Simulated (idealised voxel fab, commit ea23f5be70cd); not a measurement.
Process module name: voxel transistor to metal
Pictured: cross-section cut, 150 nm wide, on a grid of 5 nm square cells.
Cross-section, as written here: a square-cell grid given band by band from the top down, where a band holds one or more rows of cells.
Per band: top height and bottom height in nm, followed by the left-to-right materials and their widths in nm; "everywhere" marks a single material spanning edge to edge, "empty" marks empty space.
The reference from which all heights are counted is 0, the level beneath which the as-received wafer is entirely one material; the lowest band, having no lower bound, proceeds downward and is written after the example "0 down".
A width such as "30 to 40" changes by the same amount from each row of cells to the next, from the band's top row to its bottom row.
For the purposes of this document, the phrase "nothing was modified" attached to a step denotes that no cell within the cross-section was modified by that step.
Look at "Sealed void listing" for the closed voids: empty spaces with no open path to the top, sized 8 cells or up. Each is width x height at distance, distance from the left edge, all nm.
What comes after the settings on a step's line is commentary from the simulator itself on that step.
A step's line can hold "overlay nm"; with a mask on that step, the setting says how far right of the planned place the mask lay, while a negative setting says it lay to the left.

The following list gives the planned process steps:
1) RECEIVE: material Si
2) CONFORMAL_DEP: material SiO2, thk nm 5
3) CONFORMAL_DEP: material SiN, thk nm 15
4) DIRECTIONAL_DEP: material aC, thk nm 15
5) PATTERN: tone cover, mask id ACTIVE, material resist, width nm 100, thk nm 35, overlay nm 0
6) DIRECTIONAL_ETCH: etch materials aC, depth nm 15
7) STRIP: etch materials resist
8) DIRECTIONAL_ETCH: etch materials SiN, depth nm 15
9) DIRECTIONAL_ETCH: etch materials SiO2, depth nm 5
10) DIRECTIONAL_ETCH: etch materials Si, depth nm 25
11) STRIP: etch materials aC
12) OXIDIZE: depth nm 5
13) FILL_DEP: material SiO2, thk nm 10
14) CMP: height nm 20
15) SELECTIVE_ETCH: etch materials SiO2, depth nm 10
16) STRIP: etch materials SiN
17) SELECTIVE_ETCH: etch materials SiO2, depth nm 5
18) OXIDIZE: depth nm 5
19) DIRECTIONAL_DEP: material polySi, thk nm 20
20) DIRECTIONAL_DEP: material SiCN, thk nm 15
21) PATTERN: tone cover, mask id GATE, material resist, width nm 20, thk nm 15, overlay nm 0
22) DIRECTIONAL_ETCH: etch materials SiCN, depth nm 25
23) DIRECTIONAL_ETCH: etch materials polySi, depth nm 30
24) STRIP: etch materials resist
25) CONFORMAL_DEP: material SiN, thk nm 10
26) DIRECTIONAL_ETCH: etch materials SiN, depth nm 10
27) DIRECTIONAL_ETCH: etch materials SiO2, depth nm 5
28) DIRECTIONAL_ETCH: etch materials Si, depth nm 15
29) EPI: material nSi, thk nm 15
30) FILL_DEP: material SiO2, thk nm 5
31) CMP: height nm 35
32) DIRECTIONAL_DEP: material SiO2, thk nm 15
33) MASKED_ETCH: tone open, mask id CONTACT, width nm 30, pitch nm 60, etch materials SiO2, depth nm 55, overlay nm 0
34) CONFORMAL_DEP: material TiN, thk nm 5
35) FILL_DEP: material W, thk nm 10
36) CMP: height nm 50
37) CONFORMAL_DEP: material SiN, thk nm 5
38) DIRECTIONAL_DEP: material SiO2, thk nm 15
39) MASKED_ETCH: tone open, mask id METAL_1, width nm 15, pitch nm 75, etch materials SiO2, depth nm 15, overlay nm 0
40) MASKED_ETCH: tone open, mask id METAL_1, width nm 15, pitch nm 75, etch materials SiN, depth nm 5, overlay nm 0
41) CONFORMAL_DEP: material TiN, thk nm 5
42) FILL_DEP: material Cu, thk nm 10
43) CMP: height nm 70
44) CONFORMAL_DEP: material SiCN, thk nm 5
45) DIRECTIONAL_DEP: material SiO2, thk nm 35
46) PATTERN: tone open, mask id METAL_2, material resist, width nm 15, pitch nm 75, thk nm 20, overlay nm 0
47) DIRECTIONAL_ETCH: etch materials SiO2, depth nm 20
48) STRIP: etch materials resist
49) DIRECTIONAL_DEP: material aC, thk nm 15
50) PATTERN: tone open, mask id METAL_2_HOLES, material resist, width nm 15, pitch nm 75, thk nm 30, overlay nm 0
51) DIRECTIONAL_ETCH: etch materials aC, depth nm 15
52) STRIP: etch materials resist
53) DIRECTIONAL_ETCH: etch materials SiO2, depth nm 15
54) DIRECTIONAL_ETCH: etch materials SiCN, depth nm 5
55) STRIP: etch materials aC
56) CONFORMAL_DEP: material TiN, thk nm 5
57) FILL_DEP: material Cu, thk nm 5
58) CMP: height nm 110
59) CONFORMAL_DEP: material SiN, thk nm 5

Concerning the first of two wafers, which was run in accordance with the plan:

Wafer at receipt (post step 1), cross-section:
	0 down  Si everywhere
	Sealed void listing: none

Upon completion of step 2, the wafer appears in cross-section as shown:
	5 to 0  SiO2 everywhere
	Rest of section, below 0: as before.

Upon completion of step 3, the wafer appears in cross-section as shown:
	20 to 5  SiN everywhere
	Rest of section, below 5: as before.

Upon completion of step 4, the wafer appears in cross-section as shown:
	35 to 20  aC everywhere
	Rest of section, below 20: as before.

Upon completion of step 5, the wafer appears in cross-section as shown:
	70 to 35  empty (25) | resist (100) | empty (25)
	Rest of section, below 35: as before.

Upon completion of step 6, the wafer appears in cross-section as shown:
	55 to 35  empty (25) | resist (100) | empty (25)
	35 to 20  empty (25) | aC (100) | empty (25)
	Rest of section, below 20: as before.

Upon completion of step 7, the wafer appears in cross-section as shown:
	35 to 20  empty (25) | aC (100) | empty (25)
	Rest of section, below 20: as before.

Upon completion of step 8, the wafer appears in cross-section as shown:
	35 to 20  empty (25) | aC (100) | empty (25)
	20 to 5  empty (25) | SiN (100) | empty (25)
	Rest of section, below 5: as before.

Upon completion of step 9, the wafer appears in cross-section as shown:
	35 to 20  empty (25) | aC (100) | empty (25)
	20 to 5  empty (25) | SiN (100) | empty (25)
	5 to 0  empty (25) | SiO2 (100) | empty (25)
	Rest of section, below 0: as before.

Upon completion of step 10, the wafer appears in cross-section as shown:
	35 to 20  empty (25) | aC (100) | empty (25)
	20 to 5  empty (25) | SiN (100) | empty (25)
	5 to 0  empty (25) | SiO2 (100) | empty (25)
	0 to -25  empty (25) | Si (100) | empty (25)
	Rest of section, below -25: as before.

Upon completion of step 11, the wafer appears in cross-section as shown:
	20 to 5  empty (25) | SiN (100) | empty (25)
	Rest of section, below 5: as before.

Upon completion of step 12, the wafer appears in cross-section as shown:
	20 to 5  empty (25) | SiN (100) | empty (25)
	5 to 0  empty (25) | SiO2 (100) | empty (25)
	0 to -25  empty (25) | SiO2 (5) | Si (90) | SiO2 (5) | empty (25)
	-25 to -30  SiO2 (30) | Si (90) | SiO2 (30)
	Rest of section, below -30: as before.

Upon completion of step 13, the wafer appears in cross-section as shown:
	30 to 20  SiO2 everywhere
	20 to 5  SiO2 (25) | SiN (100) | SiO2 (25)
	5 to 0  SiO2 everywhere
	0 to -30  SiO2 (30) | Si (90) | SiO2 (30)
	Rest of section, below -30: as before.

Upon completion of step 14, the wafer appears in cross-section as shown:
	20 to 5  SiO2 (25) | SiN (100) | SiO2 (25)
	Rest of section, below 5: as before.

Upon completion of step 15, the wafer appears in cross-section as shown:
	20 to 10  empty (25) | SiN (100) | empty (25)
	Rest of section, below 10: as before.

Upon completion of step 16, the wafer appears in cross-section as shown:
	10 to 5  SiO2 (25) | empty (100) | SiO2 (25)
	Rest of section, below 5: as before.

Upon completion of step 17, the wafer appears in cross-section as shown:
	5 to 0  SiO2 (20) | empty (110) | SiO2 (20)
	Rest of section, below 0: as before.

Upon completion of step 18, the wafer appears in cross-section as shown:
	5 to 0  SiO2 (20) | empty (110) | SiO2 (20)
	0 to -5  SiO2 everywhere
	Rest of section, below -5: as before.

Upon completion of step 19, the wafer appears in cross-section as shown:
	25 to 20  polySi (20) | empty (110) | polySi (20)
	20 to 5  polySi everywhere
	5 to 0  SiO2 (20) | polySi (110) | SiO2 (20)
	Rest of section, below 0: as before.

Upon completion of step 20, the wafer appears in cross-section as shown:
	40 to 35  SiCN (20) | empty (110) | SiCN (20)
	35 to 25  SiCN everywhere
	25 to 20  polySi (20) | SiCN (110) | polySi (20)
	Rest of section, below 20: as before.

Upon completion of step 21, the wafer appears in cross-section as shown:
	55 to 40  empty (65) | resist (20) | empty (65)
	40 to 35  SiCN (20) | empty (45) | resist (20) | empty (45) | SiCN (20)
	Rest of section, below 35: as before.

Upon completion of step 22, the wafer appears in cross-section as shown:
	55 to 35  empty (65) | resist (20) | empty (65)
	35 to 25  empty (65) | SiCN (20) | empty (65)
	25 to 20  polySi (20) | empty (45) | SiCN (20) | empty (45) | polySi (20)
	Rest of section, below 20: as before.

Upon completion of step 23, the wafer appears in cross-section as shown:
	55 to 35  empty (65) | resist (20) | empty (65)
	35 to 20  empty (65) | SiCN (20) | empty (65)
	20 to 5  empty (65) | polySi (20) | empty (65)
	5 to 0  SiO2 (20) | empty (45) | polySi (20) | empty (45) | SiO2 (20)
	Rest of section, below 0: as before.

Upon completion of step 24, the wafer appears in cross-section as shown:
	35 to 20  empty (65) | SiCN (20) | empty (65)
	Rest of section, below 20: as before.

Upon completion of step 25, the wafer appears in cross-section as shown:
	45 to 35  empty (55) | SiN (40) | empty (55)
	35 to 20  empty (55) | SiN (10) | SiCN (20) | SiN (10) | empty (55)
	20 to 15  empty (55) | SiN (10) | polySi (20) | SiN (10) | empty (55)
	15 to 10  SiN (30) | empty (25) | SiN (10) | polySi (20) | SiN (10) | empty (25) | SiN (30)
	10 to 5  SiN (65) | polySi (20) | SiN (65)
	5 to 0  SiO2 (20) | SiN (45) | polySi (20) | SiN (45) | SiO2 (20)
	Rest of section, below 0: as before.

Upon completion of step 26, the wafer appears in cross-section as shown:
	35 to 20  empty (55) | SiN (10) | SiCN (20) | SiN (10) | empty (55)
	20 to 5  empty (55) | SiN (10) | polySi (20) | SiN (10) | empty (55)
	5 to 0  SiO2 (20) | SiN (10) | empty (25) | SiN (10) | polySi (20) | SiN (10) | empty (25) | SiN (10) | SiO2 (20)
	Rest of section, below 0: as before.

Upon completion of step 27, the wafer appears in cross-section as shown:
	35 to 20  empty (55) | SiN (10) | SiCN (20) | SiN (10) | empty (55)
	20 to 5  empty (55) | SiN (10) | polySi (20) | SiN (10) | empty (55)
	5 to 0  empty (20) | SiN (10) | empty (25) | SiN (10) | polySi (20) | SiN (10) | empty (25) | SiN (10) | empty (20)
	0 to -5  SiO2 (30) | empty (25) | SiO2 (40) | empty (25) | SiO2 (30)
	Rest of section, below -5: as before.

Upon completion of step 28, the wafer appears in cross-section as shown:
	35 to 20  empty (55) | SiN (10) | SiCN (20) | SiN (10) | empty (55)
	20 to 5  empty (55) | SiN (10) | polySi (20) | SiN (10) | empty (55)
	5 to 0  empty (20) | SiN (10) | empty (25) | SiN (10) | polySi (20) | SiN (10) | empty (25) | SiN (10) | empty (20)
	0 to -5  SiO2 (30) | empty (25) | SiO2 (40) | empty (25) | SiO2 (30)
	-5 to -20  SiO2 (30) | empty (25) | Si (40) | empty (25) | SiO2 (30)
	Rest of section, below -20: as before.

Upon completion of step 29, the wafer appears in cross-section as shown:
	35 to 20  empty (55) | SiN (10) | SiCN (20) | SiN (10) | empty (55)
	20 to 10  empty (55) | SiN (10) | polySi (20) | SiN (10) | empty (55)
	10 to 5  empty (40) | nSi (15) | SiN (10) | polySi (20) | SiN (10) | nSi (15) | empty (40)
	5 to 0  empty (20) | SiN (10) | empty (10) | nSi (15) | SiN (10) | polySi (20) | SiN (10) | nSi (15) | empty (10) | SiN (10) | empty (20)
	0 to -5  SiO2 (30) | empty (10) | nSi (15) | SiO2 (40) | nSi (15) | empty (10) | SiO2 (30)
	-5 to -20  SiO2 (30) | nSi (25) | Si (40) | nSi (25) | SiO2 (30)
	Rest of section, below -20: as before.

Upon completion of step 30, the wafer appears in cross-section as shown:
	40 to 35  SiO2 everywhere
	35 to 20  SiO2 (55) | SiN (10) | SiCN (20) | SiN (10) | SiO2 (55)
	20 to 10  SiO2 (55) | SiN (10) | polySi (20) | SiN (10) | SiO2 (55)
	10 to 5  SiO2 (40) | nSi (15) | SiN (10) | polySi (20) | SiN (10) | nSi (15) | SiO2 (40)
	5 to 0  SiO2 (20) | SiN (10) | SiO2 (10) | nSi (15) | SiN (10) | polySi (20) | SiN (10) | nSi (15) | SiO2 (10) | SiN (10) | SiO2 (20)
	0 to -5  SiO2 (40) | nSi (15) | SiO2 (40) | nSi (15) | SiO2 (40)
	Rest of section, below -5: as before.

Upon completion of step 31, the wafer appears in cross-section as shown:
	35 to 20  SiO2 (55) | SiN (10) | SiCN (20) | SiN (10) | SiO2 (55)
	Rest of section, below 20: as before.

Upon completion of step 32, the wafer appears in cross-section as shown:
	50 to 35  SiO2 everywhere
	Rest of section, below 35: as before.

Upon completion of step 33, the wafer appears in cross-section as shown:
	50 to 35  SiO2 (30) | empty (30) | SiO2 (30) | empty (30) | SiO2 (30)
	35 to 20  SiO2 (30) | empty (25) | SiN (10) | SiCN (20) | SiN (10) | empty (25) | SiO2 (30)
	20 to 10  SiO2 (30) | empty (25) | SiN (10) | polySi (20) | SiN (10) | empty (25) | SiO2 (30)
	10 to 5  SiO2 (30) | empty (10) | nSi (15) | SiN (10) | polySi (20) | SiN (10) | nSi (15) | empty (10) | SiO2 (30)
	5 to 0  SiO2 (20) | SiN (10) | empty (10) | nSi (15) | SiN (10) | polySi (20) | SiN (10) | nSi (15) | empty (10) | SiN (10) | SiO2 (20)
	0 to -5  SiO2 (30) | empty (10) | nSi (15) | SiO2 (40) | nSi (15) | empty (10) | SiO2 (30)
	Rest of section, below -5: as before.

Upon completion of step 34, the wafer appears in cross-section as shown:
	55 to 50  TiN (35) | empty (20) | TiN (40) | empty (20) | TiN (35)
	50 to 40  SiO2 (30) | TiN (5) | empty (20) | TiN (5) | SiO2 (30) | TiN (5) | empty (20) | TiN (5) | SiO2 (30)
	40 to 35  SiO2 (30) | TiN (5) | empty (15) | TiN (10) | SiO2 (30) | TiN (10) | empty (15) | TiN (5) | SiO2 (30)
	35 to 20  SiO2 (30) | TiN (5) | empty (15) | TiN (5) | SiN (10) | SiCN (20) | SiN (10) | TiN (5) | empty (15) | TiN (5) | SiO2 (30)
	20 to 15  SiO2 (30) | TiN (5) | empty (15) | TiN (5) | SiN (10) | polySi (20) | SiN (10) | TiN (5) | empty (15) | TiN (5) | SiO2 (30)
	15 to 10  SiO2 (30) | TiN (25) | SiN (10) | polySi (20) | SiN (10) | TiN (25) | SiO2 (30)
	10 to 5  SiO2 (30) | TiN (10) | nSi (15) | SiN (10) | polySi (20) | SiN (10) | nSi (15) | TiN (10) | SiO2 (30)
	5 to 0  SiO2 (20) | SiN (10) | TiN (10) | nSi (15) | SiN (10) | polySi (20) | SiN (10) | nSi (15) | TiN (10) | SiN (10) | SiO2 (20)
	0 to -5  SiO2 (30) | TiN (10) | nSi (15) | SiO2 (40) | nSi (15) | TiN (10) | SiO2 (30)
	Rest of section, below -5: as before.

Upon completion of step 35, the wafer appears in cross-section as shown:
	65 to 55  W everywhere
	55 to 50  TiN (35) | W (20) | TiN (40) | W (20) | TiN (35)
	50 to 40  SiO2 (30) | TiN (5) | W (20) | TiN (5) | SiO2 (30) | TiN (5) | W (20) | TiN (5) | SiO2 (30)
	40 to 35  SiO2 (30) | TiN (5) | W (15) | TiN (10) | SiO2 (30) | TiN (10) | W (15) | TiN (5) | SiO2 (30)
	35 to 20  SiO2 (30) | TiN (5) | W (15) | TiN (5) | SiN (10) | SiCN (20) | SiN (10) | TiN (5) | W (15) | TiN (5) | SiO2 (30)
	20 to 15  SiO2 (30) | TiN (5) | W (15) | TiN (5) | SiN (10) | polySi (20) | SiN (10) | TiN (5) | W (15) | TiN (5) | SiO2 (30)
	Rest of section, below 15: as before.

Upon completion of step 36, the wafer appears in cross-section as shown:
	50 to 40  SiO2 (30) | TiN (5) | W (20) | TiN (5) | SiO2 (30) | TiN (5) | W (20) | TiN (5) | SiO2 (30)
	Rest of section, below 40: as before.

Upon completion of step 37, the wafer appears in cross-section as shown:
	55 to 50  SiN everywhere
	Rest of section, below 50: as before.

Upon completion of step 38, the wafer appears in cross-section as shown:
	70 to 55  SiO2 everywhere
	Rest of section, below 55: as before.

Upon completion of step 39, the wafer appears in cross-section as shown:
	70 to 55  SiO2 (30) | empty (15) | SiO2 (60) | empty (15) | SiO2 (30)
	Rest of section, below 55: as before.

Upon completion of step 40, the wafer appears in cross-section as shown:
	70 to 55  SiO2 (30) | empty (15) | SiO2 (60) | empty (15) | SiO2 (30)
	55 to 50  SiN (30) | empty (15) | SiN (60) | empty (15) | SiN (30)
	Rest of section, below 50: as before.

Upon completion of step 41, the wafer appears in cross-section as shown:
	75 to 70  TiN (35) | empty (5) | TiN (70) | empty (5) | TiN (35)
	70 to 55  SiO2 (30) | TiN (5) | empty (5) | TiN (5) | SiO2 (60) | TiN (5) | empty (5) | TiN (5) | SiO2 (30)
	55 to 50  SiN (30) | TiN (15) | SiN (60) | TiN (15) | SiN (30)
	Rest of section, below 50: as before.

Upon completion of step 42, the wafer appears in cross-section as shown:
	85 to 75  Cu everywhere
	75 to 70  TiN (35) | Cu (5) | TiN (70) | Cu (5) | TiN (35)
	70 to 55  SiO2 (30) | TiN (5) | Cu (5) | TiN (5) | SiO2 (60) | TiN (5) | Cu (5) | TiN (5) | SiO2 (30)
	Rest of section, below 55: as before.

Upon completion of step 43, the wafer appears in cross-section as shown:
	70 to 55  SiO2 (30) | TiN (5) | Cu (5) | TiN (5) | SiO2 (60) | TiN (5) | Cu (5) | TiN (5) | SiO2 (30)
	Rest of section, below 55: as before.

Upon completion of step 44, the wafer appears in cross-section as shown:
	75 to 70  SiCN everywhere
	Rest of section, below 70: as before.

Upon completion of step 45, the wafer appears in cross-section as shown:
	110 to 75  SiO2 everywhere
	Rest of section, below 75: as before.

Upon completion of step 46, the wafer appears in cross-section as shown:
	130 to 110  resist (30) | empty (15) | resist (60) | empty (15) | resist (30)
	Rest of section, below 110: as before.

Upon completion of step 47, the wafer appears in cross-section as shown:
	130 to 110  resist (30) | empty (15) | resist (60) | empty (15) | resist (30)
	110 to 90  SiO2 (30) | empty (15) | SiO2 (60) | empty (15) | SiO2 (30)
	Rest of section, below 90: as before.

Upon completion of step 48, the wafer appears in cross-section as shown:
	110 to 90  SiO2 (30) | empty (15) | SiO2 (60) | empty (15) | SiO2 (30)
	Rest of section, below 90: as before.

Upon completion of step 49, the wafer appears in cross-section as shown:
	125 to 110  aC (30) | empty (15) | aC (60) | empty (15) | aC (30)
	110 to 105  SiO2 (30) | empty (15) | SiO2 (60) | empty (15) | SiO2 (30)
	105 to 90  SiO2 (30) | aC (15) | SiO2 (60) | aC (15) | SiO2 (30)
	Rest of section, below 90: as before.

Upon completion of step 50, the wafer appears in cross-section as shown:
	155 to 125  resist (30) | empty (15) | resist (60) | empty (15) | resist (30)
	Rest of section, below 125: as before.

Upon completion of step 51, the wafer appears in cross-section as shown:
	140 to 125  resist (30) | empty (15) | resist (60) | empty (15) | resist (30)
	125 to 110  aC (30) | empty (15) | aC (60) | empty (15) | aC (30)
	110 to 90  SiO2 (30) | empty (15) | SiO2 (60) | empty (15) | SiO2 (30)
	Rest of section, below 90: as before.

Upon completion of step 52, the wafer appears in cross-section as shown:
	125 to 110  aC (30) | empty (15) | aC (60) | empty (15) | aC (30)
	Rest of section, below 110: as before.

Upon completion of step 53, the wafer appears in cross-section as shown:
	125 to 110  aC (30) | empty (15) | aC (60) | empty (15) | aC (30)
	110 to 75  SiO2 (30) | empty (15) | SiO2 (60) | empty (15) | SiO2 (30)
	Rest of section, below 75: as before.

Upon completion of step 54, the wafer appears in cross-section as shown:
	125 to 110  aC (30) | empty (15) | aC (60) | empty (15) | aC (30)
	110 to 75  SiO2 (30) | empty (15) | SiO2 (60) | empty (15) | SiO2 (30)
	75 to 70  SiCN (30) | empty (15) | SiCN (60) | empty (15) | SiCN (30)
	Rest of section, below 70: as before.

Upon completion of step 55, the wafer appears in cross-section as shown:
	110 to 75  SiO2 (30) | empty (15) | SiO2 (60) | empty (15) | SiO2 (30)
	Rest of section, below 75: as before.

Upon completion of step 56, the wafer appears in cross-section as shown:
	115 to 110  TiN (35) | empty (5) | TiN (70) | empty (5) | TiN (35)
	110 to 75  SiO2 (30) | TiN (5) | empty (5) | TiN (5) | SiO2 (60) | TiN (5) | empty (5) | TiN (5) | SiO2 (30)
	75 to 70  SiCN (30) | TiN (15) | SiCN (60) | TiN (15) | SiCN (30)
	Rest of section, below 70: as before.

Upon completion of step 57, the wafer appears in cross-section as shown:
	120 to 115  Cu everywhere
	115 to 110  TiN (35) | Cu (5) | TiN (70) | Cu (5) | TiN (35)
	110 to 75  SiO2 (30) | TiN (5) | Cu (5) | TiN (5) | SiO2 (60) | TiN (5) | Cu (5) | TiN (5) | SiO2 (30)
	Rest of section, below 75: as before.

Upon completion of step 58, the wafer appears in cross-section as shown:
	110 to 75  SiO2 (30) | TiN (5) | Cu (5) | TiN (5) | SiO2 (60) | TiN (5) | Cu (5) | TiN (5) | SiO2 (30)
	Rest of section, below 75: as before.

Upon completion of step 59, the wafer appears in cross-section as shown:
	115 to 110  SiN everywhere
	Rest of section, below 110: as before.

Second of two: same start, same plan, one run error; steps up to and including 28 match the first:

Cross-section of the second wafer when, according to plan, step 29 should have finished:
	35 to 25  empty (55) | SiN (10) | SiCN (20) | SiN (10) | empty (55)
	25 to 20  empty (25) | nSi (30) | SiN (10) | SiCN (20) | SiN (10) | nSi (30) | empty (25)
	20 to 5  empty (25) | nSi (30) | SiN (10) | polySi (20) | SiN (10) | nSi (30) | empty (25)
	5 to 0  empty (20) | SiN (10) | nSi (25) | SiN (10) | polySi (20) | SiN (10) | nSi (25) | SiN (10) | empty (20)
	0 to -5  SiO2 (30) | nSi (25) | SiO2 (40) | nSi (25) | SiO2 (30)
	-5 to -20  SiO2 (30) | nSi (25) | Si (40) | nSi (25) | SiO2 (30)
	Rest of section, below -20: as before.

Cross-section of the second wafer when, according to plan, step 30 should have finished:
	40 to 35  SiO2 everywhere
	35 to 25  SiO2 (55) | SiN (10) | SiCN (20) | SiN (10) | SiO2 (55)
	25 to 20  SiO2 (25) | nSi (30) | SiN (10) | SiCN (20) | SiN (10) | nSi (30) | SiO2 (25)
	20 to 5  SiO2 (25) | nSi (30) | SiN (10) | polySi (20) | SiN (10) | nSi (30) | SiO2 (25)
	5 to 0  SiO2 (20) | SiN (10) | nSi (25) | SiN (10) | polySi (20) | SiN (10) | nSi (25) | SiN (10) | SiO2 (20)
	Rest of section, below 0: as before.

Cross-section of the second wafer when, according to plan, step 31 should have finished:
	35 to 25  SiO2 (55) | SiN (10) | SiCN (20) | SiN (10) | SiO2 (55)
	Rest of section, below 25: as before.

Cross-section of the second wafer when, according to plan, step 32 should have finished:
	50 to 35  SiO2 everywhere
	Rest of section, below 35: as before.

Cross-section of the second wafer when, according to plan, step 33 should have finished:
	50 to 35  SiO2 (30) | empty (30) | SiO2 (30) | empty (30) | SiO2 (30)
	35 to 25  SiO2 (30) | empty (25) | SiN (10) | SiCN (20) | SiN (10) | empty (25) | SiO2 (30)
	Rest of section, below 25: as before.

Cross-section of the second wafer when, according to plan, step 34 should have finished:
	55 to 50  TiN (35) | empty (20) | TiN (40) | empty (20) | TiN (35)
	50 to 40  SiO2 (30) | TiN (5) | empty (20) | TiN (5) | SiO2 (30) | TiN (5) | empty (20) | TiN (5) | SiO2 (30)
	40 to 35  SiO2 (30) | TiN (5) | empty (15) | TiN (10) | SiO2 (30) | TiN (10) | empty (15) | TiN (5) | SiO2 (30)
	35 to 30  SiO2 (30) | TiN (5) | empty (15) | TiN (5) | SiN (10) | SiCN (20) | SiN (10) | TiN (5) | empty (15) | TiN (5) | SiO2 (30)
	30 to 25  SiO2 (30) | TiN (25) | SiN (10) | SiCN (20) | SiN (10) | TiN (25) | SiO2 (30)
	Rest of section, below 25: as before.

Cross-section of the second wafer when, according to plan, step 35 should have finished:
	65 to 55  W everywhere
	55 to 50  TiN (35) | W (20) | TiN (40) | W (20) | TiN (35)
	50 to 40  SiO2 (30) | TiN (5) | W (20) | TiN (5) | SiO2 (30) | TiN (5) | W (20) | TiN (5) | SiO2 (30)
	40 to 35  SiO2 (30) | TiN (5) | W (15) | TiN (10) | SiO2 (30) | TiN (10) | W (15) | TiN (5) | SiO2 (30)
	35 to 30  SiO2 (30) | TiN (5) | W (15) | TiN (5) | SiN (10) | SiCN (20) | SiN (10) | TiN (5) | W (15) | TiN (5) | SiO2 (30)
	Rest of section, below 30: as before.

Cross-section of the second wafer when, according to plan, step 36 should have finished:
	50 to 40  SiO2 (30) | TiN (5) | W (20) | TiN (5) | SiO2 (30) | TiN (5) | W (20) | TiN (5) | SiO2 (30)
	Rest of section, below 40: as before.

Cross-section of the second wafer when, according to plan, step 37 should have finished:
	55 to 50  SiN everywhere
	Rest of section, below 50: as before.

Cross-section of the second wafer when, according to plan, step 38 should have finished:
	70 to 55  SiO2 everywhere
	Rest of section, below 55: as before.

Cross-section of the second wafer when, according to plan, step 39 should have finished:
	70 to 55  SiO2 (30) | empty (15) | SiO2 (60) | empty (15) | SiO2 (30)
	Rest of section, below 55: as before.

Cross-section of the second wafer when, according to plan, step 40 should have finished:
	70 to 55  SiO2 (30) | empty (15) | SiO2 (60) | empty (15) | SiO2 (30)
	55 to 50  SiN (30) | empty (15) | SiN (60) | empty (15) | SiN (30)
	Rest of section, below 50: as before.

Cross-section of the second wafer when, according to plan, step 41 should have finished:
	75 to 70  TiN (35) | empty (5) | TiN (70) | empty (5) | TiN (35)
	70 to 55  SiO2 (30) | TiN (5) | empty (5) | TiN (5) | SiO2 (60) | TiN (5) | empty (5) | TiN (5) | SiO2 (30)
	55 to 50  SiN (30) | TiN (15) | SiN (60) | TiN (15) | SiN (30)
	Rest of section, below 50: as before.

Cross-section of the second wafer when, according to plan, step 42 should have finished:
	85 to 75  Cu everywhere
	75 to 70  TiN (35) | Cu (5) | TiN (70) | Cu (5) | TiN (35)
	70 to 55  SiO2 (30) | TiN (5) | Cu (5) | TiN (5) | SiO2 (60) | TiN (5) | Cu (5) | TiN (5) | SiO2 (30)
	Rest of section, below 55: as before.

Cross-section of the second wafer when, according to plan, step 43 should have finished:
	70 to 55  SiO2 (30) | TiN (5) | Cu (5) | TiN (5) | SiO2 (60) | TiN (5) | Cu (5) | TiN (5) | SiO2 (30)
	Rest of section, below 55: as before.

Cross-section of the second wafer when, according to plan, step 44 should have finished:
	75 to 70  SiCN everywhere
	Rest of section, below 70: as before.

Cross-section of the second wafer when, according to plan, step 45 should have finished:
	110 to 75  SiO2 everywhere
	Rest of section, below 75: as before.

Cross-section of the second wafer when, according to plan, step 46 should have finished:
	130 to 110  resist (30) | empty (15) | resist (60) | empty (15) | resist (30)
	Rest of section, below 110: as before.

Cross-section of the second wafer when, according to plan, step 47 should have finished:
	130 to 110  resist (30) | empty (15) | resist (60) | empty (15) | resist (30)
	110 to 90  SiO2 (30) | empty (15) | SiO2 (60) | empty (15) | SiO2 (30)
	Rest of section, below 90: as before.

Cross-section of the second wafer when, according to plan, step 48 should have finished:
	110 to 90  SiO2 (30) | empty (15) | SiO2 (60) | empty (15) | SiO2 (30)
	Rest of section, below 90: as before.

Cross-section of the second wafer when, according to plan, step 49 should have finished:
	125 to 110  aC (30) | empty (15) | aC (60) | empty (15) | aC (30)
	110 to 105  SiO2 (30) | empty (15) | SiO2 (60) | empty (15) | SiO2 (30)
	105 to 90  SiO2 (30) | aC (15) | SiO2 (60) | aC (15) | SiO2 (30)
	Rest of section, below 90: as before.

Cross-section of the second wafer when, according to plan, step 50 should have finished:
	155 to 125  resist (30) | empty (15) | resist (60) | empty (15) | resist (30)
	Rest of section, below 125: as before.

Cross-section of the second wafer when, according to plan, step 51 should have finished:
	140 to 125  resist (30) | empty (15) | resist (60) | empty (15) | resist (30)
	125 to 110  aC (30) | empty (15) | aC (60) | empty (15) | aC (30)
	110 to 90  SiO2 (30) | empty (15) | SiO2 (60) | empty (15) | SiO2 (30)
	Rest of section, below 90: as before.

Cross-section of the second wafer when, according to plan, step 52 should have finished:
	125 to 110  aC (30) | empty (15) | aC (60) | empty (15) | aC (30)
	Rest of section, below 110: as before.

Cross-section of the second wafer when, according to plan, step 53 should have finished:
	125 to 110  aC (30) | empty (15) | aC (60) | empty (15) | aC (30)
	110 to 75  SiO2 (30) | empty (15) | SiO2 (60) | empty (15) | SiO2 (30)
	Rest of section, below 75: as before.

Cross-section of the second wafer when, according to plan, step 54 should have finished:
	125 to 110  aC (30) | empty (15) | aC (60) | empty (15) | aC (30)
	110 to 75  SiO2 (30) | empty (15) | SiO2 (60) | empty (15) | SiO2 (30)
	75 to 70  SiCN (30) | empty (15) | SiCN (60) | empty (15) | SiCN (30)
	Rest of section, below 70: as before.

Cross-section of the second wafer when, according to plan, step 55 should have finished:
	110 to 75  SiO2 (30) | empty (15) | SiO2 (60) | empty (15) | SiO2 (30)
	Rest of section, below 75: as before.

Cross-section of the second wafer when, according to plan, step 56 should have finished:
	115 to 110  TiN (35) | empty (5) | TiN (70) | empty (5) | TiN (35)
	110 to 75  SiO2 (30) | TiN (5) | empty (5) | TiN (5) | SiO2 (60) | TiN (5) | empty (5) | TiN (5) | SiO2 (30)
	75 to 70  SiCN (30) | TiN (15) | SiCN (60) | TiN (15) | SiCN (30)
	Rest of section, below 70: as before.

Cross-section of the second wafer when, according to plan, step 57 should have finished:
	120 to 115  Cu everywhere
	115 to 110  TiN (35) | Cu (5) | TiN (70) | Cu (5) | TiN (35)
	110 to 75  SiO2 (30) | TiN (5) | Cu (5) | TiN (5) | SiO2 (60) | TiN (5) | Cu (5) | TiN (5) | SiO2 (30)
	Rest of section, below 75: as before.

Cross-section of the second wafer when, according to plan, step 58 should have finished:
	110 to 75  SiO2 (30) | TiN (5) | Cu (5) | TiN (5) | SiO2 (60) | TiN (5) | Cu (5) | TiN (5) | SiO2 (30)
	Rest of section, below 75: as before.

Cross-section of the second wafer when, according to plan, step 59 should have finished:
	115 to 110  SiN everywhere
	Rest of section, below 110: as before.
Plan not followed: twice, step 29 of the plan was run
FYI, end of process, the second wafer has more or fewer cells of some materials than the first: 8 fewer of SiO2, 24 fewer of TiN, 18 fewer of W, 50 more of nSi
